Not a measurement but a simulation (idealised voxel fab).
process module | voxel transistor to metal
cross-section cut | 185 nm wide | cells 5 nm
A cross-section is a grid of square cells, given in bands from the top down. A band is one or more rows of cells.
Each band's line starts with the height of the band's top and of its bottom, in nm. Then come its materials from left to right, each with its width in nm. One material with "throughout" fills the band from edge to edge. "air" is empty space.
Height 0 is the level under which the wafer as received is all one material. The lowest band goes on downwards, as in "0 down".
A width such as "30 to 40" changes by the same amount from each row of cells to the next, from the band's top row to its bottom row.
"no change" after a step means that no cell of the cross-section changed.
closed voids: empty space of 8 cells or more with no open way to the top, each as width x height at its distance from the left edge, in nm
after a step's settings: what the simulator itself notes on the step
overlay nm, on a step with a mask: how far to the right of its planned place the mask lay; to the left if negative
Each pair below shows a cross-section before one step and the cross-section after it, down to the lowest band that changed. The line under each pair gives the step between them, with its settings. The pairs can come from different runs of this module on the same starting wafer, so a pair continues from the pair above only where its "before" says so.
before
  0 down: Si throughout
  closed voids: none
after
  5 to 0: SiO2 throughout
  below 0: unchanged
  closed voids: none
the step between: op CONFORMAL_DEP | material SiO2 | thk nm 5
before: the cross-section after the pair above
after
  15 to 5: SiN throughout
  below 5: unchanged
  closed voids: none
the step between: op CONFORMAL_DEP | material SiN | thk nm 10
before: the cross-section after the pair above
after
  25 to 15: aC throughout
  below 15: unchanged
  closed voids: none
the step between: op DIRECTIONAL_DEP | material aC | thk nm 10
before: the cross-section after the pair above
after
  55 to 25: air 45 | resist 95 | air 45
  below 25: unchanged
  closed voids: none
the step between: op PATTERN | tone cover | mask id ACTIVE | material resist | width nm 95 | thk nm 30 | overlay nm 0
before: the cross-section after the pair above
after
  45 to 25: air 45 | resist 95 | air 45
  25 to 15: air 45 | aC 95 | air 45
  below 15: unchanged
  closed voids: none
the step between: op DIRECTIONAL_ETCH | etch materials aC | depth nm 10
before: the cross-section after the pair above
after
  25 to 15: air 45 | aC 95 | air 45
  below 15: unchanged
  closed voids: none
the step between: op STRIP | etch materials resist
before: the cross-section after the pair above
after
  25 to 15: air 45 | aC 95 | air 45
  15 to 5: air 45 | SiN 95 | air 45
  below 5: unchanged
  closed voids: none
the step between: op DIRECTIONAL_ETCH | etch materials SiN | depth nm 10
before: the cross-section after the pair above
after
  25 to 15: air 45 | aC 95 | air 45
  15 to 5: air 45 | SiN 95 | air 45
  5 to 0: air 45 | SiO2 95 | air 45
  below 0: unchanged
  closed voids: none
the step between: op DIRECTIONAL_ETCH | etch materials SiO2 | depth nm 5
before: the cross-section after the pair above
after
  25 to 15: air 45 | aC 95 | air 45
  15 to 5: air 45 | SiN 95 | air 45
  5 to 0: air 45 | SiO2 95 | air 45
  0 to -25: air 45 | Si 95 | air 45
  below -25: unchanged
  closed voids: none
the step between: op DIRECTIONAL_ETCH | etch materials Si | depth nm 25
before: the cross-section after the pair above
after
  15 to 5: air 45 | SiN 95 | air 45
  below 5: unchanged
  closed voids: none
the step between: op STRIP | etch materials aC
before: the cross-section after the pair above
after
  30 to 15: SiO2 throughout
  15 to 5: SiO2 45 | SiN 95 | SiO2 45
  5 to 0: SiO2 throughout
  0 to -25: SiO2 45 | Si 95 | SiO2 45
  below -25: unchanged
  closed voids: none
the step between: op FILL_DEP | material SiO2 | thk nm 15
before: the cross-section after the pair above
after
  15 to 5: SiO2 45 | SiN 95 | SiO2 45
  below 5: unchanged
  closed voids: none
the step between: op CMP | height nm 15
before: the cross-section after the pair above
after
  15 to 10: air 45 | SiN 95 | air 45
  below 10: unchanged
  closed voids: none
the step between: op SELECTIVE_ETCH | etch materials SiO2 | depth nm 5
before: the cross-section after the pair above
after
  10 to 5: SiO2 45 | air 95 | SiO2 45
  below 5: unchanged
  closed voids: none
the step between: op STRIP | etch materials SiN
before: the cross-section after the pair above
after
  5 to 0: SiO2 40 | air 105 | SiO2 40
  below 0: unchanged
  closed voids: none
the step between: op SELECTIVE_ETCH | etch materials SiO2 | depth nm 5
before: the cross-section after the pair above
after
  5 to 0: SiO2 40 | air 105 | SiO2 40
  0 to -5: SiO2 throughout
  below -5: unchanged
  closed voids: none
the step between: op OXIDIZE | depth nm 5
before: the cross-section after the pair above
after
  30 to 25: polySi 40 | air 105 | polySi 40
  25 to 5: polySi throughout
  5 to 0: SiO2 40 | polySi 105 | SiO2 40
  below 0: unchanged
  closed voids: none
the step between: op DIRECTIONAL_DEP | material polySi | thk nm 25
before: the cross-section after the pair above
after
  45 to 40: SiCN 40 | air 105 | SiCN 40
  40 to 30: SiCN throughout
  30 to 25: polySi 40 | SiCN 105 | polySi 40
  below 25: unchanged
  closed voids: none
the step between: op DIRECTIONAL_DEP | material SiCN | thk nm 15
before: the cross-section after the pair above
after
  40 to 30: air 80 | SiCN 25 | air 80
  30 to 25: polySi 40 | air 40 | SiCN 25 | air 40 | polySi 40
  below 25: unchanged
  closed voids: none
the step between: op MASKED_ETCH | tone cover | mask id GATE | width nm 25 | etch materials SiCN | depth nm 25 | overlay nm 0
before: the cross-section after the pair above
after
  40 to 25: air 80 | SiCN 25 | air 80
  25 to 5: air 80 | polySi 25 | air 80
  5 to 0: SiO2 40 | air 40 | polySi 25 | air 40 | SiO2 40
  below 0: unchanged
  closed voids: none
the step between: op MASKED_ETCH | tone cover | mask id GATE | width nm 25 | etch materials polySi | depth nm 35 | overlay nm 0
before: the cross-section after the pair above
after
  45 to 40: air 75 | SiN 35 | air 75
  40 to 25: air 75 | SiN 5 | SiCN 25 | SiN 5 | air 75
  25 to 10: air 75 | SiN 5 | polySi 25 | SiN 5 | air 75
  10 to 5: SiN 45 | air 30 | SiN 5 | polySi 25 | SiN 5 | air 30 | SiN 45
  5 to 0: SiO2 40 | SiN 40 | polySi 25 | SiN 40 | SiO2 40
  below 0: unchanged
  closed voids: none
the step between: op CONFORMAL_DEP | material SiN | thk nm 5
before: the cross-section after the pair above
after
  40 to 25: air 75 | SiN 5 | SiCN 25 | SiN 5 | air 75
  25 to 5: air 75 | SiN 5 | polySi 25 | SiN 5 | air 75
  5 to 0: SiO2 40 | SiN 5 | air 30 | SiN 5 | polySi 25 | SiN 5 | air 30 | SiN 5 | SiO2 40
  below 0: unchanged
  closed voids: none
the step between: op DIRECTIONAL_ETCH | etch materials SiN | depth nm 5
before: the cross-section after the pair above
after
  40 to 25: air 75 | SiN 5 | SiCN 25 | SiN 5 | air 75
  25 to 5: air 75 | SiN 5 | polySi 25 | SiN 5 | air 75
  5 to 0: air 40 | SiN 5 | air 30 | SiN 5 | polySi 25 | SiN 5 | air 30 | SiN 5 | air 40
  0 to -5: SiO2 45 | air 30 | SiO2 35 | air 30 | SiO2 45
  below -5: unchanged
  closed voids: none
the step between: op DIRECTIONAL_ETCH | etch materials SiO2 | depth nm 5
before: the cross-section after the pair above
after
  40 to 25: air 75 | SiN 5 | SiCN 25 | SiN 5 | air 75
  25 to 5: air 75 | SiN 5 | polySi 25 | SiN 5 | air 75
  5 to 0: air 40 | SiN 5 | air 30 | SiN 5 | polySi 25 | SiN 5 | air 30 | SiN 5 | air 40
  0 to -5: SiO2 45 | SiGe 30 | SiO2 35 | SiGe 30 | SiO2 45
  below -5: unchanged
  closed voids: none
the step between: op EPI | material SiGe | thk nm 5
before: the cross-section after the pair above
after
  50 to 40: SiO2 throughout
  40 to 25: SiO2 75 | SiN 5 | SiCN 25 | SiN 5 | SiO2 75
  25 to 5: SiO2 75 | SiN 5 | polySi 25 | SiN 5 | SiO2 75
  5 to 0: SiO2 40 | SiN 5 | SiO2 30 | SiN 5 | polySi 25 | SiN 5 | SiO2 30 | SiN 5 | SiO2 40
  below 0: unchanged
  closed voids: none
the step between: op FILL_DEP | material SiO2 | thk nm 10
before: the cross-section after the pair above
after
  25 to 5: SiO2 75 | SiN 5 | polySi 25 | SiN 5 | SiO2 75
  below 5: unchanged
  closed voids: none
the step between: op CMP | height nm 25
before: the cross-section after the pair above
after
  25 to 5: SiO2 75 | SiN 5 | air 25 | SiN 5 | SiO2 75
  5 to 0: SiO2 40 | SiN 5 | SiO2 30 | SiN 5 | air 25 | SiN 5 | SiO2 30 | SiN 5 | SiO2 40
  below 0: unchanged
  closed voids: none
the step between: op STRIP | etch materials polySi
before: the cross-section after the pair above
after
  25 to 20: air 75 | SiN 5 | air 25 | SiN 5 | air 75
  20 to 5: SiO2 75 | SiN 5 | air 25 | SiN 5 | SiO2 75
  5 to 0: SiO2 40 | SiN 5 | SiO2 30 | SiN 5 | air 25 | SiN 5 | SiO2 30 | SiN 5 | SiO2 40
  0 to -5: SiO2 45 | SiGe 30 | air 35 | SiGe 30 | SiO2 45
  below -5: unchanged
  closed voids: none
the step between: op SELECTIVE_ETCH | etch materials SiO2 | depth nm 5
before: the cross-section after the pair above
after
  30 to 25: air 70 | HfO2 15 | air 15 | HfO2 15 | air 70
  25 to 20: HfO2 75 | SiN 5 | HfO2 5 | air 15 | HfO2 5 | SiN 5 | HfO2 75
  20 to 5: SiO2 75 | SiN 5 | HfO2 5 | air 15 | HfO2 5 | SiN 5 | SiO2 75
  5 to 0: SiO2 40 | SiN 5 | SiO2 30 | SiN 5 | HfO2 5 | air 15 | HfO2 5 | SiN 5 | SiO2 30 | SiN 5 | SiO2 40
  0 to -5: SiO2 45 | SiGe 30 | HfO2 35 | SiGe 30 | SiO2 45
  below -5: unchanged
  closed voids: none
the step between: op CONFORMAL_DEP | material HfO2 | thk nm 5
before: the cross-section after the pair above
after
  35 to 30: air 65 | TiN 25 | air 5 | TiN 25 | air 65
  30 to 25: TiN 70 | HfO2 15 | TiN 5 | air 5 | TiN 5 | HfO2 15 | TiN 70
  25 to 20: HfO2 75 | SiN 5 | HfO2 5 | TiN 5 | air 5 | TiN 5 | HfO2 5 | SiN 5 | HfO2 75
  20 to 5: SiO2 75 | SiN 5 | HfO2 5 | TiN 5 | air 5 | TiN 5 | HfO2 5 | SiN 5 | SiO2 75
  5 to 0: SiO2 40 | SiN 5 | SiO2 30 | SiN 5 | HfO2 5 | TiN 15 | HfO2 5 | SiN 5 | SiO2 30 | SiN 5 | SiO2 40
  below 0: unchanged
  closed voids: none
the step between: op CONFORMAL_DEP | material TiN | thk nm 5
before: the cross-section after the pair above
after
  45 to 35: W throughout
  35 to 30: W 65 | TiN 25 | W 5 | TiN 25 | W 65
  30 to 25: TiN 70 | HfO2 15 | TiN 5 | W 5 | TiN 5 | HfO2 15 | TiN 70
  25 to 20: HfO2 75 | SiN 5 | HfO2 5 | TiN 5 | W 5 | TiN 5 | HfO2 5 | SiN 5 | HfO2 75
  20 to 5: SiO2 75 | SiN 5 | HfO2 5 | TiN 5 | W 5 | TiN 5 | HfO2 5 | SiN 5 | SiO2 75
  below 5: unchanged
  closed voids: none
the step between: op FILL_DEP | material W | thk nm 10
before: the cross-section after the pair above
after
  20 to 5: SiO2 75 | SiN 5 | HfO2 5 | TiN 5 | W 5 | TiN 5 | HfO2 5 | SiN 5 | SiO2 75
  below 5: unchanged
  closed voids: none
the step between: op CMP | height nm 20
before: the cross-section after the pair above
after
  35 to 20: SiO2 throughout
  below 20: unchanged
  closed voids: none
the step between: op DIRECTIONAL_DEP | material SiO2 | thk nm 15
before: the cross-section after the pair above
after
  35 to 20: SiO2 50 | air 15 | SiO2 55 | air 15 | SiO2 50
  20 to 5: SiO2 50 | air 15 | SiO2 10 | SiN 5 | HfO2 5 | TiN 5 | W 5 | TiN 5 | HfO2 5 | SiN 5 | SiO2 10 | air 15 | SiO2 50
  5 to 0: SiO2 40 | SiN 5 | SiO2 5 | air 15 | SiO2 10 | SiN 5 | HfO2 5 | TiN 15 | HfO2 5 | SiN 5 | SiO2 10 | air 15 | SiO2 5 | SiN 5 | SiO2 40
  below 0: unchanged
  closed voids: none
the step between: op MASKED_ETCH | tone open | mask id CONTACT | width nm 15 | pitch nm 70 | etch materials SiO2 | depth nm 35 | overlay nm 0
before: the cross-section after the pair above
after
  40 to 35: TiN 55 | air 5 | TiN 65 | air 5 | TiN 55
  35 to 20: SiO2 50 | TiN 5 | air 5 | TiN 5 | SiO2 55 | TiN 5 | air 5 | TiN 5 | SiO2 50
  20 to 5: SiO2 50 | TiN 5 | air 5 | TiN 5 | SiO2 10 | SiN 5 | HfO2 5 | TiN 5 | W 5 | TiN 5 | HfO2 5 | SiN 5 | SiO2 10 | TiN 5 | air 5 | TiN 5 | SiO2 50
  5 to 0: SiO2 40 | SiN 5 | SiO2 5 | TiN 15 | SiO2 10 | SiN 5 | HfO2 5 | TiN 15 | HfO2 5 | SiN 5 | SiO2 10 | TiN 15 | SiO2 5 | SiN 5 | SiO2 40
  below 0: unchanged
  closed voids: none
the step between: op CONFORMAL_DEP | material TiN | thk nm 5
before: the cross-section after the pair above
after
  45 to 40: Ru throughout
  40 to 35: TiN 55 | Ru 5 | TiN 65 | Ru 5 | TiN 55
  35 to 20: SiO2 50 | TiN 5 | Ru 5 | TiN 5 | SiO2 55 | TiN 5 | Ru 5 | TiN 5 | SiO2 50
  20 to 5: SiO2 50 | TiN 5 | Ru 5 | TiN 5 | SiO2 10 | SiN 5 | HfO2 5 | TiN 5 | W 5 | TiN 5 | HfO2 5 | SiN 5 | SiO2 10 | TiN 5 | Ru 5 | TiN 5 | SiO2 50
  below 5: unchanged
  closed voids: none
the step between: op FILL_DEP | material Ru | thk nm 5
before: the cross-section after the pair above
after
  35 to 20: SiO2 50 | TiN 5 | Ru 5 | TiN 5 | SiO2 55 | TiN 5 | Ru 5 | TiN 5 | SiO2 50
  below 20: unchanged
  closed voids: none
the step between: op CMP | height nm 35
before: the cross-section after the pair above
after
  40 to 35: TiN throughout
  below 35: unchanged
  closed voids: none
the step between: op DIRECTIONAL_DEP | material TiN | thk nm 5
before: the cross-section after the pair above
after
  55 to 40: Ru throughout
  below 40: unchanged
  closed voids: none
the step between: op DIRECTIONAL_DEP | material Ru | thk nm 15
before: the cross-section after the pair above
after
  55 to 40: air 50 | Ru 15 | air 55 | Ru 15 | air 50
  below 40: unchanged
  closed voids: none
the step between: op MASKED_ETCH | tone cover | mask id METAL_1 | width nm 15 | pitch nm 70 | etch materials Ru | depth nm 15 | overlay nm 0
before: the cross-section after the pair above
after
  55 to 40: air 50 | Ru 15 | air 55 | Ru 15 | air 50
  40 to 35: air 50 | TiN 15 | air 55 | TiN 15 | air 50
  below 35: unchanged
  closed voids: none
the step between: op MASKED_ETCH | tone cover | mask id METAL_1 | width nm 15 | pitch nm 70 | etch materials TiN | depth nm 5 | overlay nm 0
before: the cross-section after the pair above
after
  60 to 55: air 45 | SiCN 25 | air 45 | SiCN 25 | air 45
  55 to 40: air 45 | SiCN 5 | Ru 15 | SiCN 5 | air 45 | SiCN 5 | Ru 15 | SiCN 5 | air 45
  40 to 35: SiCN 50 | TiN 15 | SiCN 55 | TiN 15 | SiCN 50
  below 35: unchanged
  closed voids: none
the step between: op CONFORMAL_DEP | material SiCN | thk nm 5
before: the cross-section after the pair above
after
  65 to 60: lowk throughout
  60 to 55: lowk 45 | SiCN 25 | lowk 45 | SiCN 25 | lowk 45
  55 to 40: lowk 45 | SiCN 5 | Ru 15 | SiCN 5 | lowk 45 | SiCN 5 | Ru 15 | SiCN 5 | lowk 45
  below 40: unchanged
  closed voids: none
the step between: op FILL_DEP | material lowk | thk nm 5
before: the cross-section after the pair above
after
  55 to 40: lowk 45 | SiCN 5 | Ru 15 | SiCN 5 | lowk 45 | SiCN 5 | Ru 15 | SiCN 5 | lowk 45
  below 40: unchanged
  closed voids: none
the step between: op CMP | height nm 55
before: the cross-section after the pair above
after
  60 to 55: SiCN throughout
  below 55: unchanged
  closed voids: none
the step between: op CONFORMAL_DEP | material SiCN | thk nm 5
before: the cross-section after the pair above
after
  85 to 60: lowk throughout
  below 60: unchanged
  closed voids: none
the step between: op DIRECTIONAL_DEP | material lowk | thk nm 25
before: the cross-section after the pair above
after
  95 to 85: aC throughout
  below 85: unchanged
  closed voids: none
the step between: op DIRECTIONAL_DEP | material aC | thk nm 10
before: the cross-section after the pair above
after
  125 to 95: resist 50 | air 15 | resist 55 | air 15 | resist 50
  below 95: unchanged
  closed voids: none
the step between: op PATTERN | tone open | mask id METAL_2 | material resist | width nm 15 | pitch nm 70 | thk nm 30 | overlay nm 0
before: the cross-section after the pair above
after
  115 to 95: resist 50 | air 15 | resist 55 | air 15 | resist 50
  95 to 85: aC 50 | air 15 | aC 55 | air 15 | aC 50
  below 85: unchanged
  closed voids: none
the step between: op DIRECTIONAL_ETCH | etch materials aC | depth nm 10
before: the cross-section after the pair above
after
  95 to 85: aC 50 | air 15 | aC 55 | air 15 | aC 50
  below 85: unchanged
  closed voids: none
the step between: op STRIP | etch materials resist
before: the cross-section after the pair above
after
  95 to 85: aC 50 | air 15 | aC 55 | air 15 | aC 50
  85 to 70: lowk 50 | air 15 | lowk 55 | air 15 | lowk 50
  below 70: unchanged
  closed voids: none
the step between: op DIRECTIONAL_ETCH | etch materials lowk | depth nm 15
before: the cross-section after the pair above
after
  85 to 70: lowk 50 | air 15 | lowk 55 | air 15 | lowk 50
  below 70: unchanged
  closed voids: none
the step between: op STRIP | etch materials aC
before: the cross-section after the pair above
after
  85 to 60: lowk 50 | air 15 | lowk 55 | air 15 | lowk 50
  below 60: unchanged
  closed voids: none
the step between: op MASKED_ETCH | tone open | mask id METAL_2_HOLES | width nm 15 | pitch nm 70 | etch materials lowk | depth nm 10 | overlay nm 0
before: the cross-section after the pair above
after
  85 to 60: lowk 50 | air 15 | lowk 55 | air 15 | lowk 50
  60 to 55: SiCN 50 | air 15 | SiCN 55 | air 15 | SiCN 50
  below 55: unchanged
  closed voids: none
the step between: op MASKED_ETCH | tone open | mask id METAL_2_HOLES | width nm 15 | pitch nm 70 | etch materials SiCN | depth nm 5 | overlay nm 0
before: the cross-section after the pair above
after
  90 to 85: TiN 55 | air 5 | TiN 65 | air 5 | TiN 55
  85 to 60: lowk 50 | TiN 5 | air 5 | TiN 5 | lowk 55 | TiN 5 | air 5 | TiN 5 | lowk 50
  60 to 55: SiCN 50 | TiN 15 | SiCN 55 | TiN 15 | SiCN 50
  below 55: unchanged
  closed voids: none
the step between: op CONFORMAL_DEP | material TiN | thk nm 5
before: the cross-section after the pair above
after
  95 to 90: Cu throughout
  90 to 85: TiN 55 | Cu 5 | TiN 65 | Cu 5 | TiN 55
  85 to 60: lowk 50 | TiN 5 | Cu 5 | TiN 5 | lowk 55 | TiN 5 | Cu 5 | TiN 5 | lowk 50
  below 60: unchanged
  closed voids: none
the step between: op FILL_DEP | material Cu | thk nm 5
before: the cross-section after the pair above
after
  85 to 60: lowk 50 | TiN 5 | Cu 5 | TiN 5 | lowk 55 | TiN 5 | Cu 5 | TiN 5 | lowk 50
  below 60: unchanged
  closed voids: none
the step between: op CMP | height nm 85
before: the cross-section after the pair above
after
  90 to 85: SiCN throughout
  below 85: unchanged
  closed voids: none
the step between: op CONFORMAL_DEP | material SiCN | thk nm 5
before
  45 to 35: W throughout
  35 to 30: W 65 | TiN 25 | W 5 | TiN 25 | W 65
  30 to 25: TiN 70 | HfO2 15 | TiN 5 | W 5 | TiN 5 | HfO2 15 | TiN 70
  25 to 20: HfO2 75 | SiN 5 | HfO2 5 | TiN 5 | W 5 | TiN 5 | HfO2 5 | SiN 5 | HfO2 75
  20 to 5: SiO2 75 | SiN 5 | HfO2 5 | TiN 5 | W 5 | TiN 5 | HfO2 5 | SiN 5 | SiO2 75
  5 to 0: SiO2 40 | SiN 5 | SiO2 30 | SiN 5 | HfO2 5 | TiN 15 | HfO2 5 | SiN 5 | SiO2 30 | SiN 5 | SiO2 40
  0 to -5: SiO2 45 | SiGe 30 | HfO2 35 | SiGe 30 | SiO2 45
  -5 to -25: SiO2 45 | Si 95 | SiO2 45
  -25 down: Si throughout
  closed voids: none
after
  60 to 45: SiO2 throughout
  below 45: unchanged
  closed voids: none
the step between: op DIRECTIONAL_DEP | material SiO2 | thk nm 15
before: the cross-section after the pair above
after
  60 to 45: SiO2 50 | air 15 | SiO2 55 | air 15 | SiO2 50
  below 45: unchanged
  closed voids: none
the step between: op MASKED_ETCH | tone open | mask id CONTACT | width nm 15 | pitch nm 70 | etch materials SiO2 | depth nm 35 | overlay nm 0
before: the cross-section after the pair above
after
  65 to 60: TiN 55 | air 5 | TiN 65 | air 5 | TiN 55
  60 to 50: SiO2 50 | TiN 5 | air 5 | TiN 5 | SiO2 55 | TiN 5 | air 5 | TiN 5 | SiO2 50
  50 to 45: SiO2 50 | TiN 15 | SiO2 55 | TiN 15 | SiO2 50
  below 45: unchanged
  closed voids: none
the step between: op CONFORMAL_DEP | material TiN | thk nm 5
before: the cross-section after the pair above
after
  70 to 65: Ru throughout
  65 to 60: TiN 55 | Ru 5 | TiN 65 | Ru 5 | TiN 55
  60 to 50: SiO2 50 | TiN 5 | Ru 5 | TiN 5 | SiO2 55 | TiN 5 | Ru 5 | TiN 5 | SiO2 50
  below 50: unchanged
  closed voids: none
the step between: op FILL_DEP | material Ru | thk nm 5
before: the cross-section after the pair above
after
  35 to 30: W 65 | TiN 25 | W 5 | TiN 25 | W 65
  below 30: unchanged
  closed voids: none
the step between: op CMP | height nm 35
before: the cross-section after the pair above
after
  40 to 35: TiN throughout
  below 35: unchanged
  closed voids: none
the step between: op DIRECTIONAL_DEP | material TiN | thk nm 5
before: the cross-section after the pair above
after
  55 to 40: Ru throughout
  below 40: unchanged
  closed voids: none
the step between: op DIRECTIONAL_DEP | material Ru | thk nm 15
before: the cross-section after the pair above
after
  55 to 40: air 50 | Ru 15 | air 55 | Ru 15 | air 50
  below 40: unchanged
  closed voids: none
the step between: op MASKED_ETCH | tone cover | mask id METAL_1 | width nm 15 | pitch nm 70 | etch materials Ru | depth nm 15 | overlay nm 0
before: the cross-section after the pair above
after
  55 to 40: air 50 | Ru 15 | air 55 | Ru 15 | air 50
  40 to 35: air 50 | TiN 15 | air 55 | TiN 15 | air 50
  below 35: unchanged
  closed voids: none
the step between: op MASKED_ETCH | tone cover | mask id METAL_1 | width nm 15 | pitch nm 70 | etch materials TiN | depth nm 5 | overlay nm 0
before: the cross-section after the pair above
after
  60 to 55: air 45 | SiCN 25 | air 45 | SiCN 25 | air 45
  55 to 40: air 45 | SiCN 5 | Ru 15 | SiCN 5 | air 45 | SiCN 5 | Ru 15 | SiCN 5 | air 45
  40 to 35: SiCN 50 | TiN 15 | SiCN 55 | TiN 15 | SiCN 50
  below 35: unchanged
  closed voids: none
the step between: op CONFORMAL_DEP | material SiCN | thk nm 5
before: the cross-section after the pair above
after
  65 to 60: lowk throughout
  60 to 55: lowk 45 | SiCN 25 | lowk 45 | SiCN 25 | lowk 45
  55 to 40: lowk 45 | SiCN 5 | Ru 15 | SiCN 5 | lowk 45 | SiCN 5 | Ru 15 | SiCN 5 | lowk 45
  below 40: unchanged
  closed voids: none
the step between: op FILL_DEP | material lowk | thk nm 5
before: the cross-section after the pair above
after
  55 to 40: lowk 45 | SiCN 5 | Ru 15 | SiCN 5 | lowk 45 | SiCN 5 | Ru 15 | SiCN 5 | lowk 45
  below 40: unchanged
  closed voids: none
the step between: op CMP | height nm 55
before: the cross-section after the pair above
after
  60 to 55: SiCN throughout
  below 55: unchanged
  closed voids: none
the step between: op CONFORMAL_DEP | material SiCN | thk nm 5
before: the cross-section after the pair above
after
  85 to 60: lowk throughout
  below 60: unchanged
  closed voids: none
the step between: op DIRECTIONAL_DEP | material lowk | thk nm 25
before: the cross-section after the pair above
after
  95 to 85: aC throughout
  below 85: unchanged
  closed voids: none
the step between: op DIRECTIONAL_DEP | material aC | thk nm 10
before: the cross-section after the pair above
after
  125 to 95: resist 50 | air 15 | resist 55 | air 15 | resist 50
  below 95: unchanged
  closed voids: none
the step between: op PATTERN | tone open | mask id METAL_2 | material resist | width nm 15 | pitch nm 70 | thk nm 30 | overlay nm 0
before: the cross-section after the pair above
after
  115 to 95: resist 50 | air 15 | resist 55 | air 15 | resist 50
  95 to 85: aC 50 | air 15 | aC 55 | air 15 | aC 50
  below 85: unchanged
  closed voids: none
the step between: op DIRECTIONAL_ETCH | etch materials aC | depth nm 10
before: the cross-section after the pair above
after
  95 to 85: aC 50 | air 15 | aC 55 | air 15 | aC 50
  below 85: unchanged
  closed voids: none
the step between: op STRIP | etch materials resist
before: the cross-section after the pair above
after
  95 to 85: aC 50 | air 15 | aC 55 | air 15 | aC 50
  85 to 70: lowk 50 | air 15 | lowk 55 | air 15 | lowk 50
  below 70: unchanged
  closed voids: none
the step between: op DIRECTIONAL_ETCH | etch materials lowk | depth nm 15
before: the cross-section after the pair above
after
  85 to 70: lowk 50 | air 15 | lowk 55 | air 15 | lowk 50
  below 70: unchanged
  closed voids: none
the step between: op STRIP | etch materials aC
before: the cross-section after the pair above
after
  85 to 60: lowk 50 | air 15 | lowk 55 | air 15 | lowk 50
  below 60: unchanged
  closed voids: none
the step between: op MASKED_ETCH | tone open | mask id METAL_2_HOLES | width nm 15 | pitch nm 70 | etch materials lowk | depth nm 10 | overlay nm 0
before: the cross-section after the pair above
after
  85 to 60: lowk 50 | air 15 | lowk 55 | air 15 | lowk 50
  60 to 55: SiCN 50 | air 15 | SiCN 55 | air 15 | SiCN 50
  below 55: unchanged
  closed voids: none
the step between: op MASKED_ETCH | tone open | mask id METAL_2_HOLES | width nm 15 | pitch nm 70 | etch materials SiCN | depth nm 5 | overlay nm 0
before: the cross-section after the pair above
after
  90 to 85: TiN 55 | air 5 | TiN 65 | air 5 | TiN 55
  85 to 60: lowk 50 | TiN 5 | air 5 | TiN 5 | lowk 55 | TiN 5 | air 5 | TiN 5 | lowk 50
  60 to 55: SiCN 50 | TiN 15 | SiCN 55 | TiN 15 | SiCN 50
  below 55: unchanged
  closed voids: none
the step between: op CONFORMAL_DEP | material TiN | thk nm 5
before: the cross-section after the pair above
after
  95 to 90: Cu throughout
  90 to 85: TiN 55 | Cu 5 | TiN 65 | Cu 5 | TiN 55
  85 to 60: lowk 50 | TiN 5 | Cu 5 | TiN 5 | lowk 55 | TiN 5 | Cu 5 | TiN 5 | lowk 50
  below 60: unchanged
  closed voids: none
the step between: op FILL_DEP | material Cu | thk nm 5
before: the cross-section after the pair above
after
  85 to 60: lowk 50 | TiN 5 | Cu 5 | TiN 5 | lowk 55 | TiN 5 | Cu 5 | TiN 5 | lowk 50
  below 60: unchanged
  closed voids: none
the step between: op CMP | height nm 85
before: the cross-section after the pair above
after
  90 to 85: SiCN throughout
  below 85: unchanged
  closed voids: none
the step between: op CONFORMAL_DEP | material SiCN | thk nm 5
before
  25 to 15: air 45 | aC 95 | air 45
  15 to 5: air 45 | SiN 95 | air 45
  5 to 0: air 45 | SiO2 95 | air 45
  0 to -25: air 45 | Si 95 | air 45
  -25 down: Si throughout
  closed voids: none
after
  25 to 15: air 45 | aC 95 | air 45
  15 to 5: air 45 | SiN 95 | air 45
  5 to 0: air 45 | SiO2 95 | air 45
  0 to -50: air 45 | Si 95 | air 45
  below -50: unchanged
  closed voids: none
the step between: op DIRECTIONAL_ETCH | etch materials Si | depth nm 25
before: the cross-section after the pair above
after
  15 to 5: air 45 | SiN 95 | air 45
  below 5: unchanged
  closed voids: none
the step between: op STRIP | etch materials aC
before: the cross-section after the pair above
after
  30 to 15: SiO2 throughout
  15 to 5: SiO2 45 | SiN 95 | SiO2 45
  5 to 0: SiO2 throughout
  0 to -50: SiO2 45 | Si 95 | SiO2 45
  below -50: unchanged
  closed voids: none
the step between: op FILL_DEP | material SiO2 | thk nm 15
before: the cross-section after the pair above
after
  15 to 5: SiO2 45 | SiN 95 | SiO2 45
  below 5: unchanged
  closed voids: none
the step between: op CMP | height nm 15
before: the cross-section after the pair above
after
  15 to 10: air 45 | SiN 95 | air 45
  below 10: unchanged
  closed voids: none
the step between: op SELECTIVE_ETCH | etch materials SiO2 | depth nm 5
before: the cross-section after the pair above
after
  10 to 5: SiO2 45 | air 95 | SiO2 45
  below 5: unchanged
  closed voids: none
the step between: op STRIP | etch materials SiN
before: the cross-section after the pair above
after
  5 to 0: SiO2 40 | air 105 | SiO2 40
  below 0: unchanged
  closed voids: none
the step between: op SELECTIVE_ETCH | etch materials SiO2 | depth nm 5
before: the cross-section after the pair above
after
  5 to 0: SiO2 40 | air 105 | SiO2 40
  0 to -5: SiO2 throughout
  below -5: unchanged
  closed voids: none
the step between: op OXIDIZE | depth nm 5
before: the cross-section after the pair above
after
  30 to 25: polySi 40 | air 105 | polySi 40
  25 to 5: polySi throughout
  5 to 0: SiO2 40 | polySi 105 | SiO2 40
  below 0: unchanged
  closed voids: none
the step between: op DIRECTIONAL_DEP | material polySi | thk nm 25
before: the cross-section after the pair above
after
  45 to 40: SiCN 40 | air 105 | SiCN 40
  40 to 30: SiCN throughout
  30 to 25: polySi 40 | SiCN 105 | polySi 40
  below 25: unchanged
  closed voids: none
the step between: op DIRECTIONAL_DEP | material SiCN | thk nm 15
before: the cross-section after the pair above
after
  40 to 30: air 80 | SiCN 25 | air 80
  30 to 25: polySi 40 | air 40 | SiCN 25 | air 40 | polySi 40
  below 25: unchanged
  closed voids: none
the step between: op MASKED_ETCH | tone cover | mask id GATE | width nm 25 | etch materials SiCN | depth nm 25 | overlay nm 0
before: the cross-section after the pair above
after
  40 to 25: air 80 | SiCN 25 | air 80
  25 to 5: air 80 | polySi 25 | air 80
  5 to 0: SiO2 40 | air 40 | polySi 25 | air 40 | SiO2 40
  below 0: unchanged
  closed voids: none
the step between: op MASKED_ETCH | tone cover | mask id GATE | width nm 25 | etch materials polySi | depth nm 35 | overlay nm 0
before: the cross-section after the pair above
after
  45 to 40: air 75 | SiN 35 | air 75
  40 to 25: air 75 | SiN 5 | SiCN 25 | SiN 5 | air 75
  25 to 10: air 75 | SiN 5 | polySi 25 | SiN 5 | air 75
  10 to 5: SiN 45 | air 30 | SiN 5 | polySi 25 | SiN 5 | air 30 | SiN 45
  5 to 0: SiO2 40 | SiN 40 | polySi 25 | SiN 40 | SiO2 40
  below 0: unchanged
  closed voids: none
the step between: op CONFORMAL_DEP | material SiN | thk nm 5
before: the cross-section after the pair above
after
  40 to 25: air 75 | SiN 5 | SiCN 25 | SiN 5 | air 75
  25 to 5: air 75 | SiN 5 | polySi 25 | SiN 5 | air 75
  5 to 0: SiO2 40 | SiN 5 | air 30 | SiN 5 | polySi 25 | SiN 5 | air 30 | SiN 5 | SiO2 40
  below 0: unchanged
  closed voids: none
the step between: op DIRECTIONAL_ETCH | etch materials SiN | depth nm 5
